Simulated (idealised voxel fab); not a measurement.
Process module, titled voxel ribs on slabs
This is section cut - it's 295 nm across, gridded in 5 nm square cells.
If you're reading a cross-section in this doc, picture square cells in a grid; it comes to you as bands, top ones listed first down to the bottom, and a band can be one or more rows of cells.
This entry defines a band. It first specifies the height of the band's top and the height of its bottom in nm, and then specifies the band's materials from left to right, stating each material with its width in nm. The word "full width" identifies a single material that fills the band from edge to edge, while the word "blank" identifies empty space.
Heights are reckoned from 0. Under this level, the received wafer is all of one material. The bottommost band is open-ended downward, for example "from 0 down".
The notation "30 to 40" denotes a width that varies across the rows of cells in the band, beginning at the first number in the top row, finishing at the second number in the bottom row, and changing by an identical amount from each row to the next.
Any step labelled "everything unchanged" changed none of the cells in the cross-section.
Each empty space that has no open way to the top and spans at least 8 cells appears under "Closed void list" as width x height at distance, the distance counted from the left edge, all in nm.
The remark found on a step's line after its settings is issued by the simulator itself and pertains to that step.
"overlay nm" denotes, for a step that has a mask, the displacement of the mask to the right of its planned place, with negative values corresponding to the left.
This section lists the process steps that were planned:
- 1: RECEIVE: material Si
- 2: DIRECTIONAL_DEP: material SiO2, thk nm 25
- 3: DIRECTIONAL_DEP: material SiN, thk nm 25
- 4: PATTERN: tone cover, mask id RIB, material resist, width nm 15, thk nm 15, overlay nm 0
- 5: DIRECTIONAL_ETCH: etch materials SiN, depth nm 5
- 6: STRIP: etch materials resist
- 7: MASKED_ETCH: tone cover, mask id SLAB, width nm 55, etch materials SiN, depth nm 20, overlay nm 0
- 8: FILL_DEP: material SiO2, thk nm 30
- 9: CMP: height nm 70
- 10: DIRECTIONAL_DEP: material TiN, thk nm 10
- 11: MASKED_ETCH: tone cover, mask id HEATER, width nm 25, etch materials TiN, depth nm 10, overlay nm 0
- 12: CONFORMAL_DEP: material SiO2, thk nm 5
All wafers enter the flow in the same state. The width nm at step 4 differs from wafer to wafer, and the plan gives the value for the first wafer.
Cross-section of the first incoming wafer of several, state after step 1:
> from 0 down | Si full width
> Closed void list: none
Module finished, last step 12 done: cross-section of the first of several wafers:
> from 85 to 80 | 130 of blank, 35 of SiO2, 130 of blank
> from 80 to 75 | 130 of blank, 5 of SiO2, 25 of TiN, 5 of SiO2, 130 of blank
> from 75 to 70 | 135 of SiO2, 25 of TiN, 135 of SiO2
> from 70 to 50 | SiO2 full width
> from 50 to 45 | 140 of SiO2, 15 of SiN, 140 of SiO2
> from 45 to 25 | 120 of SiO2, 55 of SiN, 120 of SiO2
> from 25 to 0 | SiO2 full width
> from 0 down | Si full width
> Closed void list: none
Final wafer of several, shown in cross-section at the end of the module:
> from 85 to 80 | 130 of blank, 35 of SiO2, 130 of blank
> from 80 to 75 | 130 of blank, 5 of SiO2, 25 of TiN, 5 of SiO2, 130 of blank
> from 75 to 70 | 135 of SiO2, 25 of TiN, 135 of SiO2
> from 70 to 50 | SiO2 full width
> from 50 to 45 | 135 of SiO2, 30 of SiN, 130 of SiO2
> from 45 to 25 | 120 of SiO2, 55 of SiN, 120 of SiO2
> from 25 to 0 | SiO2 full width
> from 0 down | Si full width
> Closed void list: none
Each wafer at the end: cells of each material gained (+) or lost (-) since it was received, then its closed voids:
width nm 15, +47 SiN, +842 SiO2, +10 TiN, Closed void list: none
width nm 20, +48 SiN, +841 SiO2, +10 TiN, Closed void list: none
width nm 25, +49 SiN, +840 SiO2, +10 TiN, Closed void list: none
width nm 30, +50 SiN, +839 SiO2, +10 TiN, Closed void list: none
